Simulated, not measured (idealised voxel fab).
The name of this process module is voxel ribs on slabs.
In the cross-section labelled cut, the width is 250 nm and each square cell is 5 nm.
Cross-section, as written here: a square-cell grid given band by band from the top down, where a band holds one or more rows of cells.
It is stipulated that each band's entry specify, in nanometres, the height of the top of the band and then that of its bottom, followed by the materials of the band in left-to-right sequence, each together with its width in nanometres. A single material marked by the word "everywhere" is understood to fill the band from edge to edge; the word "air" is understood to denote empty space.
Ref level 0: as-received wafer is one material below here. Bottom band extends down with no lower bound ("top 0, no bottom").
Width "30->40": first value at the band's top row of cells, second value at its bottom row, equal change from row to row.
"no modification" means the step left every cell of the cross-section as it was.
In "Enclosed void entries" the enclosed voids are listed, meaning empty spaces of 8 cells or larger without any opening to the top. The form is width x height at distance, distance from the left edge, units nm.
Post-settings text on a step line: simulator's own remark regarding the step.
overlay nm: where the mask lay relative to plan, measured to the right, on steps with a mask; negatives go left.
So here's the lineup of process steps we planned
1,RECEIVE, material Si
2,DIRECTIONAL_DEP, material SiO2, thk nm 20
3,DIRECTIONAL_DEP, material SiN, thk nm 20
4,PATTERN, tone cover, mask id RIB, material resist, width nm 25, thk nm 20, overlay nm 0
5,DIRECTIONAL_ETCH, etch materials SiN, depth nm 10
6,STRIP, etch materials resist
7,PATTERN, tone cover, mask id SLAB, material resist, width nm 55, thk nm 15, overlay nm 0
8,DIRECTIONAL_ETCH, etch materials SiN, depth nm 10
9,STRIP, etch materials resist
10,FILL_DEP, material SiO2, thk nm 15
11,CMP, height nm 50
12,DIRECTIONAL_DEP, material TiN, thk nm 10
13,MASKED_ETCH, tone cover, mask id HEATER, width nm 35, etch materials TiN, depth nm 10, overlay nm 0
14,CONFORMAL_DEP, material SiN, thk nm 10
As received, after step 1
top 0, no bottom | Si everywhere
Enclosed void entries: none
First wafer of two, sectioned at end of module; run went per plan
top 70, bottom 60 | 95 of air, 55 of SiN, 100 of air
top 60, bottom 50 | 105 of SiN, 35 of TiN, 110 of SiN
top 50, bottom 40 | SiO2 everywhere
top 40, bottom 30 | 110 of SiO2, 25 of SiN, 115 of SiO2
top 30, bottom 20 | 95 of SiO2, 55 of SiN, 100 of SiO2
top 20, bottom 0 | SiO2 everywhere
top 0, no bottom | Si everywhere
Enclosed void entries: none
What the second wafer looks like in cross-section once the module is done. Its start and its plan matched the first wafer's exactly; what differed was one mistake in how it was run
top 75, bottom 65 | 90 of air, 65 of SiN, 95 of air
top 65, bottom 60 | SiN everywhere
top 60, bottom 50 | 105 of SiN, 35 of TiN, 110 of SiN
top 50, bottom 40 | SiO2 everywhere
top 40, bottom 30 | 110 of SiO2, 25 of SiN, 115 of SiO2
top 30, bottom 20 | 95 of SiO2, 55 of SiN, 100 of SiO2
top 20, bottom 0 | SiO2 everywhere
top 0, no bottom | Si everywhere
Enclosed void entries: none
Plan not followed: step 14 ran as: CONFORMAL_DEP, material SiN, thk nm 15
The second wafer ends with more or fewer cells of some materials than the first, per final count: SiN: 54 more
